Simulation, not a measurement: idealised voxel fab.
Proc. module: voxel capacitor over wiring
160 nm wide, 5 nm square cells: that's cross-section cut.
Cross-section = grid of square cells, listed top down in bands; band = one or more rows.
What a band's entry tells you: where the top is and where the bottom is, as heights in nm, and after that what lies inside, material by material from left to right, each with its width in nm. Empty space is written as the word "blank", and a single material marked with the word "full width" occupies the band from edge to edge.
Height is counted from the level 0, under which the received wafer is composed throughout of one material. The lowest of the bands is not closed at the bottom but continues downward, in the notation "0 nm and below".
It should be noted that a width expressed as "30 to 40" varies in equal increments from row to row of cells within the band, taking the value of the first number at the top row and that of the second number at the bottom row.
Given "no modifications" for a step, no cell of the cross-section differs between before and after that step.
"Entrapped voids" means: voids of 8 cells or more that are shut off from the top with no open way through. Written width x height at distance, distance from the left edge, in nm.
On a step's line, text after the settings is the simulator commenting on that step.
The line of a step may include "overlay nm". On a step with a mask, this value is how far to the right of its planned place the mask lay. A negative value means the mask lay to the left.
Below you will find pairs of cross-sections. In each, one shows the wafer before one process step and the other after it, with the after view ending at the lowest band that changed. Under each pair is the step separating them, along with its settings. Do not assume the pairs form a chain: they can come from different runs of this module on the same starting wafer, and a pair continues from the pair above it only when its "Preceding state" entry says so.
PRECEDING STATE
  110 nm to 95 nm = blank 45; aC 55; blank 60
  95 nm to 85 nm = aC 45; TiN 55; aC 60
  85 nm to 80 nm = aC 45; HfO2 55; aC 60
  80 nm to 75 nm = TiN full width
  75 nm to 70 nm = lowk 30; TiN 15; lowk 115
  70 nm to 65 nm = lowk 30; HfO2 15; lowk 115
  65 nm to 60 nm = lowk 30; TiN 15; lowk 115
  60 nm to 45 nm = lowk full width
  45 nm to 40 nm = SiCN full width
  40 nm to 15 nm = lowk 25; Ru 20; lowk 65; Ru 20; lowk 30
  15 nm to 10 nm = lowk 25; TiN 20; lowk 65; TiN 20; lowk 30
  10 nm to 0 nm = SiO2 full width
  0 nm and below = Si full width
  Entrapped voids: none
STRUCTURE AFTER STEP
  145 nm to 110 nm = blank 25; resist 80; blank 55
  110 nm to 95 nm = blank 25; resist 20; aC 55; resist 5; blank 55
  Whatever lies below 95 is exactly as it was before.
  Entrapped voids: none
Between before and after as drawn above: PATTERN,tone cover,mask id LOWER_PLATE,material resist,width nm 80,thk nm 35,overlay nm 0
Preceding state: taken from the pair above, after panel.
STRUCTURE AFTER STEP
  130 nm to 110 nm = blank 25; resist 80; blank 55
  110 nm to 95 nm = blank 25; resist 20; aC 55; resist 5; blank 55
  95 nm to 85 nm = blank 25; aC 20; TiN 55; aC 5; blank 55
  85 nm to 80 nm = blank 25; aC 20; HfO2 55; aC 5; blank 55
  Whatever lies below 80 is exactly as it was before.
  Entrapped voids: none
Between before and after as drawn above: DIRECTIONAL_ETCH,etch materials aC,depth nm 15
Preceding state: taken from the pair above, after panel.
STRUCTURE AFTER STEP
  110 nm to 95 nm = blank 45; aC 55; blank 60
  Whatever lies below 95 is exactly as it was before.
  Entrapped voids: none
Between before and after as drawn above: STRIP,etch materials resist
Preceding state: taken from the pair above, after panel.
STRUCTURE AFTER STEP
  110 nm to 95 nm = blank 45; aC 55; blank 60
  95 nm to 85 nm = blank 25; aC 20; TiN 55; aC 5; blank 55
  85 nm to 80 nm = blank 25; aC 20; HfO2 55; aC 5; blank 55
  80 nm to 75 nm = blank 25; TiN 80; blank 55
  Whatever lies below 75 is exactly as it was before.
  Entrapped voids: none
Between before and after as drawn above: DIRECTIONAL_ETCH,etch materials TiN,depth nm 5
Preceding state: taken from the pair above, after panel.
STRUCTURE AFTER STEP
  95 nm to 85 nm = blank 45; TiN 55; blank 60
  85 nm to 80 nm = blank 45; HfO2 55; blank 60
  Whatever lies below 80 is exactly as it was before.
  Entrapped voids: none
Between before and after as drawn above: STRIP,etch materials aC
Preceding state: taken from the pair above, after panel.
STRUCTURE AFTER STEP
  110 nm to 95 nm = SiO2 full width
  95 nm to 85 nm = SiO2 45; TiN 55; SiO2 60
  85 nm to 80 nm = SiO2 45; HfO2 55; SiO2 60
  80 nm to 75 nm = SiO2 25; TiN 80; SiO2 55
  Whatever lies below 75 is exactly as it was before.
  Entrapped voids: none
Between before and after as drawn above: FILL_DEP,material SiO2,thk nm 15
Preceding state: taken from the pair above, after panel.
STRUCTURE AFTER STEP
  90 nm to 85 nm = SiO2 45; TiN 55; SiO2 60
  Whatever lies below 85 is exactly as it was before.
  Entrapped voids: none
Between before and after as drawn above: CMP,height nm 90
Preceding state: taken from the pair above, after panel.
STRUCTURE AFTER STEP
  90 nm to 85 nm = SiO2 40; blank 5; TiN 55; SiO2 60
  85 nm to 80 nm = SiO2 40; blank 5; HfO2 55; SiO2 60
  Whatever lies below 80 is exactly as it was before.
  Entrapped voids: none
Between before and after as drawn above: MASKED_ETCH,tone open,mask id PLUG_2,width nm 15,etch materials SiO2,depth nm 10,overlay nm 0
Preceding state: taken from the pair above, after panel.
STRUCTURE AFTER STEP
  95 nm to 90 nm = TiN full width
  90 nm to 85 nm = SiO2 40; TiN 60; SiO2 60
  85 nm to 80 nm = SiO2 40; TiN 5; HfO2 55; SiO2 60
  Whatever lies below 80 is exactly as it was before.
  Entrapped voids: none
Between before and after as drawn above: CONFORMAL_DEP,material TiN,thk nm 5
Preceding state: taken from the pair above, after panel.
STRUCTURE AFTER STEP
  105 nm to 95 nm = Ru full width
  Whatever lies below 95 is exactly as it was before.
  Entrapped voids: none
Between before and after as drawn above: FILL_DEP,material Ru,thk nm 10
Preceding state: taken from the pair above, after panel.
STRUCTURE AFTER STEP
  90 nm to 85 nm = SiO2 40; TiN 60; SiO2 60
  Whatever lies below 85 is exactly as it was before.
  Entrapped voids: none
Between before and after as drawn above: CMP,height nm 90
Preceding state: taken from the pair above, after panel.
STRUCTURE AFTER STEP
  95 nm to 90 nm = SiCN full width
  Whatever lies below 90 is exactly as it was before.
  Entrapped voids: none
Between before and after as drawn above: CONFORMAL_DEP,material SiCN,thk nm 5
PRECEDING STATE
  40 nm to 15 nm = lowk 25; Ru 20; lowk 65; Ru 20; lowk 30
  15 nm to 10 nm = lowk 25; TiN 20; lowk 65; TiN 20; lowk 30
  10 nm to 0 nm = SiO2 full width
  0 nm and below = Si full width
  Entrapped voids: none
STRUCTURE AFTER STEP
  55 nm to 40 nm = lowk full width
  Whatever lies below 40 is exactly as it was before.
  Entrapped voids: none
Between before and after as drawn above: DIRECTIONAL_DEP,material lowk,thk nm 15
Preceding state: taken from the pair above, after panel.
STRUCTURE AFTER STEP
  60 nm to 55 nm = SiCN full width
  Whatever lies below 55 is exactly as it was before.
  Entrapped voids: none
Between before and after as drawn above: CONFORMAL_DEP,material SiCN,thk nm 5
Preceding state: taken from the pair above, after panel.
STRUCTURE AFTER STEP
  75 nm to 60 nm = resist 30; blank 15; resist 115
  Whatever lies below 60 is exactly as it was before.
  Entrapped voids: none
Between before and after as drawn above: PATTERN,tone open,mask id PLUG_1,material resist,width nm 15,thk nm 15,overlay nm 0
Preceding state: taken from the pair above, after panel.
STRUCTURE AFTER STEP
  75 nm to 60 nm = resist 30; blank 15; resist 115
  60 nm to 55 nm = SiCN 30; blank 15; SiCN 115
  Whatever lies below 55 is exactly as it was before.
  Entrapped voids: none
Between before and after as drawn above: DIRECTIONAL_ETCH,etch materials SiCN,depth nm 5
Preceding state: taken from the pair above, after panel.
STRUCTURE AFTER STEP
  60 nm to 55 nm = SiCN 30; blank 15; SiCN 115
  Whatever lies below 55 is exactly as it was before.
  Entrapped voids: none
Between before and after as drawn above: STRIP,etch materials resist
Preceding state: taken from the pair above, after panel.
STRUCTURE AFTER STEP
  65 nm to 60 nm = TiN 30; blank 15; TiN 115
  60 nm to 55 nm = SiCN 30; TiN 15; SiCN 115
  Whatever lies below 55 is exactly as it was before.
  Entrapped voids: none
Between before and after as drawn above: DIRECTIONAL_DEP,material TiN,thk nm 5
Preceding state: taken from the pair above, after panel.
STRUCTURE AFTER STEP
  70 nm to 65 nm = HfO2 30; blank 15; HfO2 115
  65 nm to 60 nm = TiN 30; HfO2 15; TiN 115
  Whatever lies below 60 is exactly as it was before.
  Entrapped voids: none
Between before and after as drawn above: DIRECTIONAL_DEP,material HfO2,thk nm 5
Preceding state: taken from the pair above, after panel.
STRUCTURE AFTER STEP
  80 nm to 75 nm = TiN 30; blank 15; TiN 115
  75 nm to 70 nm = TiN full width
  70 nm to 65 nm = HfO2 30; TiN 15; HfO2 115
  Whatever lies below 65 is exactly as it was before.
  Entrapped voids: none
Between before and after as drawn above: DIRECTIONAL_DEP,material TiN,thk nm 10
Preceding state: taken from the pair above, after panel.
STRUCTURE AFTER STEP
  95 nm to 80 nm = blank 30; resist 70; blank 60
  80 nm to 75 nm = TiN 30; resist 15; TiN 115
  Whatever lies below 75 is exactly as it was before.
  Entrapped voids: none
Between before and after as drawn above: PATTERN,tone cover,mask id UPPER_PLATE,material resist,width nm 70,thk nm 15,overlay nm 0
Preceding state: taken from the pair above, after panel.
STRUCTURE AFTER STEP
  95 nm to 80 nm = blank 30; resist 70; blank 60
  80 nm to 75 nm = blank 30; resist 15; TiN 55; blank 60
  75 nm to 70 nm = blank 30; TiN 70; blank 60
  Whatever lies below 70 is exactly as it was before.
  Entrapped voids: none
Between before and after as drawn above: DIRECTIONAL_ETCH,etch materials TiN,depth nm 10
Preceding state: taken from the pair above, after panel.
STRUCTURE AFTER STEP
  95 nm to 80 nm = blank 30; resist 70; blank 60
  80 nm to 75 nm = blank 30; resist 15; TiN 55; blank 60
  75 nm to 70 nm = blank 30; TiN 70; blank 60
  70 nm to 65 nm = blank 30; TiN 15; HfO2 55; blank 60
  Whatever lies below 65 is exactly as it was before.
  Entrapped voids: none
Between before and after as drawn above: DIRECTIONAL_ETCH,etch materials HfO2,depth nm 5
Preceding state: taken from the pair above, after panel.
STRUCTURE AFTER STEP
  80 nm to 70 nm = blank 45 to 30; TiN 55 to 70; blank 60
  Whatever lies below 70 is exactly as it was before.
  Entrapped voids: none
Between before and after as drawn above: STRIP,etch materials resist
Preceding state: taken from the pair above, after panel.
STRUCTURE AFTER STEP
  95 nm to 90 nm = blank 45; aC 55; blank 60
  90 nm to 80 nm = blank 30; aC 70; blank 60
  80 nm to 70 nm = aC 45 to 30; TiN 55 to 70; aC 60
  70 nm to 65 nm = aC 30; TiN 15; HfO2 55; aC 60
  Whatever lies below 65 is exactly as it was before.
  Entrapped voids: none
Between before and after as drawn above: DIRECTIONAL_DEP,material aC,thk nm 15
Preceding state: taken from the pair above, after panel.
STRUCTURE AFTER STEP
  130 nm to 95 nm = blank 25; resist 80; blank 55
  95 nm to 90 nm = blank 25; resist 20; aC 55; resist 5; blank 55
  90 nm to 80 nm = blank 25; resist 5; aC 70; resist 5; blank 55
  Whatever lies below 80 is exactly as it was before.
  Entrapped voids: none
Between before and after as drawn above: PATTERN,tone cover,mask id LOWER_PLATE,material resist,width nm 80,thk nm 35,overlay nm 0
Preceding state: taken from the pair above, after panel.
STRUCTURE AFTER STEP
  115 nm to 95 nm = blank 25; resist 80; blank 55
  95 nm to 90 nm = blank 25; resist 20; aC 55; resist 5; blank 55
  90 nm to 80 nm = blank 25; resist 5; aC 70; resist 5; blank 55
  80 nm to 70 nm = blank 25; aC 20 to 5; TiN 55 to 70; aC 5; blank 55
  70 nm to 65 nm = blank 25; aC 5; TiN 15; HfO2 55; aC 5; blank 55
  Whatever lies below 65 is exactly as it was before.
  Entrapped voids: none
Between before and after as drawn above: DIRECTIONAL_ETCH,etch materials aC,depth nm 15
Preceding state: taken from the pair above, after panel.
STRUCTURE AFTER STEP
  95 nm to 90 nm = blank 45; aC 55; blank 60
  90 nm to 80 nm = blank 30; aC 70; blank 60
  Whatever lies below 80 is exactly as it was before.
  Entrapped voids: none
Between before and after as drawn above: STRIP,etch materials resist
Preceding state: taken from the pair above, after panel.
STRUCTURE AFTER STEP
  95 nm to 90 nm = blank 45; aC 55; blank 60
  90 nm to 80 nm = blank 30; aC 70; blank 60
  80 nm to 70 nm = blank 25; aC 20 to 5; TiN 55 to 70; aC 5; blank 55
  70 nm to 65 nm = blank 25; aC 5; TiN 15; HfO2 55; aC 5; blank 55
  65 nm to 60 nm = blank 25; TiN 5; HfO2 15; TiN 60; blank 55
  Whatever lies below 60 is exactly as it was before.
  Entrapped voids: none
Between before and after as drawn above: DIRECTIONAL_ETCH,etch materials TiN,depth nm 5
Preceding state: taken from the pair above, after panel.
STRUCTURE AFTER STEP
  80 nm to 70 nm = blank 45 to 30; TiN 55 to 70; blank 60
  70 nm to 65 nm = blank 30; TiN 15; HfO2 55; blank 60
  Whatever lies below 65 is exactly as it was before.
  Entrapped voids: none
Between before and after as drawn above: STRIP,etch materials aC
Preceding state: taken from the pair above, after panel.
STRUCTURE AFTER STEP
  95 nm to 80 nm = SiO2 full width
  80 nm to 70 nm = SiO2 45 to 30; TiN 55 to 70; SiO2 60
  70 nm to 65 nm = SiO2 30; TiN 15; HfO2 55; SiO2 60
  65 nm to 60 nm = SiO2 25; TiN 5; HfO2 15; TiN 60; SiO2 55
  Whatever lies below 60 is exactly as it was before.
  Entrapped voids: none
Between before and after as drawn above: FILL_DEP,material SiO2,thk nm 15
Preceding state: taken from the pair above, after panel.
STRUCTURE AFTER STEP
  90 nm to 80 nm = SiO2 full width
  Whatever lies below 80 is exactly as it was before.
  Entrapped voids: none
Between before and after as drawn above: CMP,height nm 90
Preceding state: taken from the pair above, after panel.
STRUCTURE AFTER STEP
  90 nm to 80 nm = SiO2 40; blank 15; SiO2 105
  Whatever lies below 80 is exactly as it was before.
  Entrapped voids: none
Between before and after as drawn above: MASKED_ETCH,tone open,mask id PLUG_2,width nm 15,etch materials SiO2,depth nm 10,overlay nm 0
Preceding state: taken from the pair above, after panel.
STRUCTURE AFTER STEP
  95 nm to 90 nm = TiN 45; blank 5; TiN 110
  90 nm to 85 nm = SiO2 40; TiN 5; blank 5; TiN 5; SiO2 105
  85 nm to 75 nm = SiO2 40 to 45; TiN 15 to 55; SiO2 105 to 60
  Whatever lies below 75 is exactly as it was before.
  Entrapped voids: none
Between before and after as drawn above: CONFORMAL_DEP,material TiN,thk nm 5
Preceding state: taken from the pair above, after panel.
STRUCTURE AFTER STEP
  105 nm to 95 nm = Ru full width
  95 nm to 90 nm = TiN 45; Ru 5; TiN 110
  90 nm to 85 nm = SiO2 40; TiN 5; Ru 5; TiN 5; SiO2 105
  Whatever lies below 85 is exactly as it was before.
  Entrapped voids: none
Between before and after as drawn above: FILL_DEP,material Ru,thk nm 10
Preceding state: taken from the pair above, after panel.
STRUCTURE AFTER STEP
  90 nm to 85 nm = SiO2 40; TiN 5; Ru 5; TiN 5; SiO2 105
  Whatever lies below 85 is exactly as it was before.
  Entrapped voids: none
Between before and after as drawn above: CMP,height nm 90
Preceding state: taken from the pair above, after panel.
STRUCTURE AFTER STEP
  95 nm to 90 nm = SiCN full width
  Whatever lies below 90 is exactly as it was before.
  Entrapped voids: none
Between before and after as drawn above: CONFORMAL_DEP,material SiCN,thk nm 5
PRECEDING STATE
  45 nm to 40 nm = SiCN full width
  40 nm to 15 nm = lowk 25; Ru 20; lowk 65; Ru 20; lowk 30
  15 nm to 10 nm = lowk 25; TiN 20; lowk 65; TiN 20; lowk 30
  10 nm to 0 nm = SiO2 full width
  0 nm and below = Si full width
  Entrapped voids: none
STRUCTURE AFTER STEP
  55 nm to 45 nm = lowk full width
  Whatever lies below 45 is exactly as it was before.
  Entrapped voids: none
Between before and after as drawn above: DIRECTIONAL_DEP,material lowk,thk nm 10
Preceding state: taken from the pair above, after panel.
STRUCTURE AFTER STEP
  70 nm to 55 nm = resist 30; blank 15; resist 115
  Whatever lies below 55 is exactly as it was before.
  Entrapped voids: none
Between before and after as drawn above: PATTERN,tone open,mask id PLUG_1,material resist,width nm 15,thk nm 15,overlay nm 0
Preceding state: taken from the pair above, after panel.
STRUCTURE AFTER STEP
  70 nm to 55 nm = resist 30; blank 15; resist 115
  55 nm to 45 nm = lowk 30; blank 15; lowk 115
  Whatever lies below 45 is exactly as it was before.
  Entrapped voids: none
Between before and after as drawn above: DIRECTIONAL_ETCH,etch materials lowk,depth nm 15
Preceding state: taken from the pair above, after panel.
STRUCTURE AFTER STEP
  70 nm to 55 nm = resist 30; blank 15; resist 115
  55 nm to 45 nm = lowk 30; blank 15; lowk 115
  45 nm to 40 nm = SiCN 30; blank 15; SiCN 115
  Whatever lies below 40 is exactly as it was before.
  Entrapped voids: none
Between before and after as drawn above: DIRECTIONAL_ETCH,etch materials SiCN,depth nm 5
Preceding state: taken from the pair above, after panel.
STRUCTURE AFTER STEP
  55 nm to 45 nm = lowk 30; blank 15; lowk 115
  Whatever lies below 45 is exactly as it was before.
  Entrapped voids: none
Between before and after as drawn above: STRIP,etch materials resist
Preceding state: taken from the pair above, after panel.
STRUCTURE AFTER STEP
  55 nm to 50 nm = lowk 30; blank 15; lowk 115
  50 nm to 45 nm = lowk 30; Ru 15; lowk 115
  45 nm to 40 nm = SiCN 30; Ru 15; SiCN 115
  Whatever lies below 40 is exactly as it was before.
  Entrapped voids: none
Between before and after as drawn above: EPI,material Ru,thk nm 10
Preceding state: taken from the pair above, after panel.
STRUCTURE AFTER STEP
  60 nm to 55 nm = blank 25; Ru 25; blank 110
  55 nm to 45 nm = lowk 30; Ru 15; lowk 115
  Whatever lies below 45 is exactly as it was before.
  Entrapped voids: none
Between before and after as drawn above: EPI,material Ru,thk nm 10
Preceding state: taken from the pair above, after panel.
STRUCTURE AFTER STEP
  65 nm to 60 nm = blank 25; TiN 25; blank 110
  60 nm to 55 nm = TiN 25; Ru 25; TiN 110
  Whatever lies below 55 is exactly as it was before.
  Entrapped voids: none
Between before and after as drawn above: DIRECTIONAL_DEP,material TiN,thk nm 5
Preceding state: taken from the pair above, after panel.
STRUCTURE AFTER STEP
  70 nm to 65 nm = blank 25; HfO2 25; blank 110
  65 nm to 60 nm = HfO2 25; TiN 25; HfO2 110
  Whatever lies below 60 is exactly as it was before.
  Entrapped voids: none
Between before and after as drawn above: DIRECTIONAL_DEP,material HfO2,thk nm 5
Preceding state: taken from the pair above, after panel.
STRUCTURE AFTER STEP
  80 nm to 75 nm = blank 25; TiN 25; blank 110
  75 nm to 70 nm = TiN full width
  70 nm to 65 nm = TiN 25; HfO2 25; TiN 110
  Whatever lies below 65 is exactly as it was before.
  Entrapped voids: none
Between before and after as drawn above: DIRECTIONAL_DEP,material TiN,thk nm 10
Preceding state: taken from the pair above, after panel.
STRUCTURE AFTER STEP
  95 nm to 80 nm = blank 30; resist 70; blank 60
  80 nm to 75 nm = blank 25; TiN 25; resist 50; blank 60
  Whatever lies below 75 is exactly as it was before.
  Entrapped voids: none
Between before and after as drawn above: PATTERN,tone cover,mask id UPPER_PLATE,material resist,width nm 70,thk nm 15,overlay nm 0
Preceding state: taken from the pair above, after panel.
STRUCTURE AFTER STEP
  95 nm to 80 nm = blank 30; resist 70; blank 60
  80 nm to 75 nm = blank 30; TiN 20; resist 50; blank 60
  75 nm to 70 nm = blank 30; TiN 70; blank 60
  70 nm to 65 nm = blank 25; HfO2 25; TiN 50; blank 60
  Whatever lies below 65 is exactly as it was before.
  Entrapped voids: none
Between before and after as drawn above: DIRECTIONAL_ETCH,etch materials TiN,depth nm 10
Preceding state: taken from the pair above, after panel.
STRUCTURE AFTER STEP
  95 nm to 80 nm = blank 30; resist 70; blank 60
  80 nm to 75 nm = blank 30; TiN 20; resist 50; blank 60
  75 nm to 70 nm = blank 30; TiN 70; blank 60
  70 nm to 65 nm = blank 30; HfO2 20; TiN 50; blank 60
  65 nm to 60 nm = blank 25; TiN 25; HfO2 50; blank 60
  Whatever lies below 60 is exactly as it was before.
  Entrapped voids: none
Between before and after as drawn above: DIRECTIONAL_ETCH,etch materials HfO2,depth nm 5
Preceding state: taken from the pair above, after panel.
STRUCTURE AFTER STEP
  80 nm to 70 nm = blank 30; TiN 20 to 70; blank 110 to 60
  Whatever lies below 70 is exactly as it was before.
  Entrapped voids: none
Between before and after as drawn above: STRIP,etch materials resist
Preceding state: taken from the pair above, after panel.
STRUCTURE AFTER STEP
  95 nm to 90 nm = blank 30; aC 20; blank 110
  90 nm to 80 nm = blank 30; aC 70; blank 60
  80 nm to 75 nm = blank 25; aC 5; TiN 20; aC 50; blank 60
  75 nm to 70 nm = aC 30; TiN 70; aC 60
  70 nm to 65 nm = aC 30; HfO2 20; TiN 50; aC 60
  65 nm to 60 nm = aC 25; TiN 25; HfO2 50; aC 60
  Whatever lies below 60 is exactly as it was before.
  Entrapped voids: none
Between before and after as drawn above: DIRECTIONAL_DEP,material aC,thk nm 15
Preceding state: taken from the pair above, after panel.
STRUCTURE AFTER STEP
  130 nm to 95 nm = blank 25; resist 80; blank 55
  95 nm to 90 nm = blank 25; resist 5; aC 20; resist 55; blank 55
  90 nm to 80 nm = blank 25; resist 5; aC 70; resist 5; blank 55
  80 nm to 75 nm = blank 25; aC 5; TiN 20; aC 50; resist 5; blank 55
  Whatever lies below 75 is exactly as it was before.
  Entrapped voids: none
Between before and after as drawn above: PATTERN,tone cover,mask id LOWER_PLATE,material resist,width nm 80,thk nm 35,overlay nm 0
Preceding state: taken from the pair above, after panel.
STRUCTURE AFTER STEP
  115 nm to 95 nm = blank 25; resist 80; blank 55
  95 nm to 90 nm = blank 25; resist 5; aC 20; resist 55; blank 55
  90 nm to 80 nm = blank 25; resist 5; aC 70; resist 5; blank 55
  80 nm to 75 nm = blank 25; aC 5; TiN 20; aC 50; resist 5; blank 55
  75 nm to 70 nm = blank 25; aC 5; TiN 70; aC 5; blank 55
  70 nm to 65 nm = blank 25; aC 5; HfO2 20; TiN 50; aC 5; blank 55
  65 nm to 60 nm = blank 25; TiN 25; HfO2 50; aC 5; blank 55
  Whatever lies below 60 is exactly as it was before.
  Entrapped voids: none
Between before and after as drawn above: DIRECTIONAL_ETCH,etch materials aC,depth nm 15
Preceding state: taken from the pair above, after panel.
STRUCTURE AFTER STEP
  95 nm to 90 nm = blank 30; aC 20; blank 110
  90 nm to 80 nm = blank 30; aC 70; blank 60
  80 nm to 70 nm = blank 25; aC 5; TiN 20 to 70; aC 50 to 5; blank 60 to 55
  Whatever lies below 70 is exactly as it was before.
  Entrapped voids: none
Between before and after as drawn above: STRIP,etch materials resist
Preceding state: taken from the pair above, after panel.
STRUCTURE AFTER STEP
  95 nm to 90 nm = blank 30; aC 20; blank 110
  90 nm to 80 nm = blank 30; aC 70; blank 60
  80 nm to 70 nm = blank 25; aC 5; TiN 20 to 70; aC 50 to 5; blank 60 to 55
  70 nm to 65 nm = blank 25; aC 5; HfO2 20; TiN 50; aC 5; blank 55
  65 nm to 60 nm = blank 25; TiN 25; HfO2 50; aC 5; blank 55
  60 nm to 55 nm = blank 25; Ru 25; TiN 55; blank 55
  Whatever lies below 55 is exactly as it was before.
  Entrapped voids: none
Between before and after as drawn above: DIRECTIONAL_ETCH,etch materials TiN,depth nm 5
Preceding state: taken from the pair above, after panel.
STRUCTURE AFTER STEP
  80 nm to 70 nm = blank 30; TiN 20 to 70; blank 110 to 60
  70 nm to 65 nm = blank 30; HfO2 20; TiN 50; blank 60
  65 nm to 60 nm = blank 25; TiN 25; HfO2 50; blank 60
  Whatever lies below 60 is exactly as it was before.
  Entrapped voids: none
Between before and after as drawn above: STRIP,etch materials aC
Preceding state: taken from the pair above, after panel.
STRUCTURE AFTER STEP
  95 nm to 80 nm = SiO2 full width
  80 nm to 70 nm = SiO2 30; TiN 20 to 70; SiO2 110 to 60
  70 nm to 65 nm = SiO2 30; HfO2 20; TiN 50; SiO2 60
  65 nm to 60 nm = SiO2 25; TiN 25; HfO2 50; SiO2 60
  60 nm to 55 nm = SiO2 25; Ru 25; TiN 55; SiO2 55
  Whatever lies below 55 is exactly as it was before.
  Entrapped voids: none
Between before and after as drawn above: FILL_DEP,material SiO2,thk nm 15
Preceding state: taken from the pair above, after panel.
STRUCTURE AFTER STEP
  90 nm to 80 nm = SiO2 full width
  Whatever lies below 80 is exactly as it was before.
  Entrapped voids: none
Between before and after as drawn above: CMP,height nm 90
Preceding state: taken from the pair above, after panel.
STRUCTURE AFTER STEP
  90 nm to 80 nm = SiO2 40; blank 15; SiO2 105
  Whatever lies below 80 is exactly as it was before.
  Entrapped voids: none
Between before and after as drawn above: MASKED_ETCH,tone open,mask id PLUG_2,width nm 15,etch materials SiO2,depth nm 10,overlay nm 0
Preceding state: taken from the pair above, after panel.
STRUCTURE AFTER STEP
  95 nm to 90 nm = TiN 45; blank 5; TiN 110
  90 nm to 85 nm = SiO2 40; TiN 5; blank 5; TiN 5; SiO2 105
  85 nm to 75 nm = SiO2 40 to 30; TiN 15 to 20; SiO2 105 to 110
  Whatever lies below 75 is exactly as it was before.
  Entrapped voids: none
Between before and after as drawn above: CONFORMAL_DEP,material TiN,thk nm 5
Preceding state: taken from the pair above, after panel.
STRUCTURE AFTER STEP
  105 nm to 95 nm = Ru full width
  95 nm to 90 nm = TiN 45; Ru 5; TiN 110
  90 nm to 85 nm = SiO2 40; TiN 5; Ru 5; TiN 5; SiO2 105
  Whatever lies below 85 is exactly as it was before.
  Entrapped voids: none
Between before and after as drawn above: FILL_DEP,material Ru,thk nm 10
Preceding state: taken from the pair above, after panel.
STRUCTURE AFTER STEP
  90 nm to 85 nm = SiO2 40; TiN 5; Ru 5; TiN 5; SiO2 105
  Whatever lies below 85 is exactly as it was before.
  Entrapped voids: none
Between before and after as drawn above: CMP,height nm 90
Preceding state: taken from the pair above, after panel.
STRUCTURE AFTER STEP
  95 nm to 90 nm = SiCN full width
  Whatever lies below 90 is exactly as it was before.
  Entrapped voids: none
Between before and after as drawn above: CONFORMAL_DEP,material SiCN,thk nm 5
PRECEDING STATE
  95 nm to 80 nm = blank 30; aC 70; blank 60
  80 nm to 70 nm = aC 30; TiN 70; aC 60
  70 nm to 65 nm = aC 30; HfO2 70; aC 60
  65 nm to 60 nm = TiN full width
  60 nm to 45 nm = lowk 30; Ru 15; lowk 115
  45 nm to 40 nm = SiCN 30; Ru 15; SiCN 115
  40 nm to 15 nm = lowk 25; Ru 20; lowk 65; Ru 20; lowk 30
  15 nm to 10 nm = lowk 25; TiN 20; lowk 65; TiN 20; lowk 30
  10 nm to 0 nm = SiO2 full width
  0 nm and below = Si full width
  Entrapped voids: none
STRUCTURE AFTER STEP
  130 nm to 95 nm = blank 30; resist 75; blank 55
  95 nm to 80 nm = blank 30; aC 70; resist 5; blank 55
  Whatever lies below 80 is exactly as it was before.
  Entrapped voids: none
Between before and after as drawn above: PATTERN,tone cover,mask id LOWER_PLATE,material resist,width nm 75,thk nm 35,overlay nm 0
Preceding state: taken from the pair above, after panel.
STRUCTURE AFTER STEP
  115 nm to 95 nm = blank 30; resist 75; blank 55
  95 nm to 80 nm = blank 30; aC 70; resist 5; blank 55
  80 nm to 70 nm = blank 30; TiN 70; aC 5; blank 55
  70 nm to 65 nm = blank 30; HfO2 70; aC 5; blank 55
  Whatever lies below 65 is exactly as it was before.
  Entrapped voids: none
Between before and after as drawn above: DIRECTIONAL_ETCH,etch materials aC,depth nm 15
Preceding state: taken from the pair above, after panel.
STRUCTURE AFTER STEP
  95 nm to 80 nm = blank 30; aC 70; blank 60
  Whatever lies below 80 is exactly as it was before.
  Entrapped voids: none
Between before and after as drawn above: STRIP,etch materials resist
Preceding state: taken from the pair above, after panel.
STRUCTURE AFTER STEP
  95 nm to 80 nm = blank 30; aC 70; blank 60
  80 nm to 70 nm = blank 30; TiN 70; aC 5; blank 55
  70 nm to 65 nm = blank 30; HfO2 70; aC 5; blank 55
  65 nm to 60 nm = blank 30; TiN 75; blank 55
  Whatever lies below 60 is exactly as it was before.
  Entrapped voids: none
Between before and after as drawn above: DIRECTIONAL_ETCH,etch materials TiN,depth nm 5
Preceding state: taken from the pair above, after panel.
STRUCTURE AFTER STEP
  80 nm to 70 nm = blank 30; TiN 70; blank 60
  70 nm to 65 nm = blank 30; HfO2 70; blank 60
  Whatever lies below 65 is exactly as it was before.
  Entrapped voids: none
Between before and after as drawn above: STRIP,etch materials aC
Preceding state: taken from the pair above, after panel.
STRUCTURE AFTER STEP
  95 nm to 80 nm = SiO2 full width
  80 nm to 70 nm = SiO2 30; TiN 70; SiO2 60
  70 nm to 65 nm = SiO2 30; HfO2 70; SiO2 60
  65 nm to 60 nm = SiO2 30; TiN 75; SiO2 55
  Whatever lies below 60 is exactly as it was before.
  Entrapped voids: none
Between before and after as drawn above: FILL_DEP,material SiO2,thk nm 15
Preceding state: taken from the pair above, after panel.
STRUCTURE AFTER STEP
  90 nm to 80 nm = SiO2 full width
  Whatever lies below 80 is exactly as it was before.
  Entrapped voids: none
Between before and after as drawn above: CMP,height nm 90
Preceding state: taken from the pair above, after panel.
STRUCTURE AFTER STEP
  90 nm to 80 nm = SiO2 40; blank 15; SiO2 105
  Whatever lies below 80 is exactly as it was before.
  Entrapped voids: none
Between before and after as drawn above: MASKED_ETCH,tone open,mask id PLUG_2,width nm 15,etch materials SiO2,depth nm 10,overlay nm 0
Preceding state: taken from the pair above, after panel.
STRUCTURE AFTER STEP
  95 nm to 90 nm = TiN 45; blank 5; TiN 110
  90 nm to 85 nm = SiO2 40; TiN 5; blank 5; TiN 5; SiO2 105
  85 nm to 80 nm = SiO2 40; TiN 15; SiO2 105
  Whatever lies below 80 is exactly as it was before.
  Entrapped voids: none
Between before and after as drawn above: CONFORMAL_DEP,material TiN,thk nm 5
Preceding state: taken from the pair above, after panel.
STRUCTURE AFTER STEP
  105 nm to 95 nm = Ru full width
  95 nm to 90 nm = TiN 45; Ru 5; TiN 110
  90 nm to 85 nm = SiO2 40; TiN 5; Ru 5; TiN 5; SiO2 105
  Whatever lies below 85 is exactly as it was before.
  Entrapped voids: none
Between before and after as drawn above: FILL_DEP,material Ru,thk nm 10
Preceding state: taken from the pair above, after panel.
STRUCTURE AFTER STEP
  90 nm to 85 nm = SiO2 40; TiN 5; Ru 5; TiN 5; SiO2 105
  Whatever lies below 85 is exactly as it was before.
  Entrapped voids: none
Between before and after as drawn above: CMP,height nm 90
Preceding state: taken from the pair above, after panel.
STRUCTURE AFTER STEP
  95 nm to 90 nm = SiCN full width
  Whatever lies below 90 is exactly as it was before.
  Entrapped voids: none
Between before and after as drawn above: CONFORMAL_DEP,material SiCN,thk nm 5
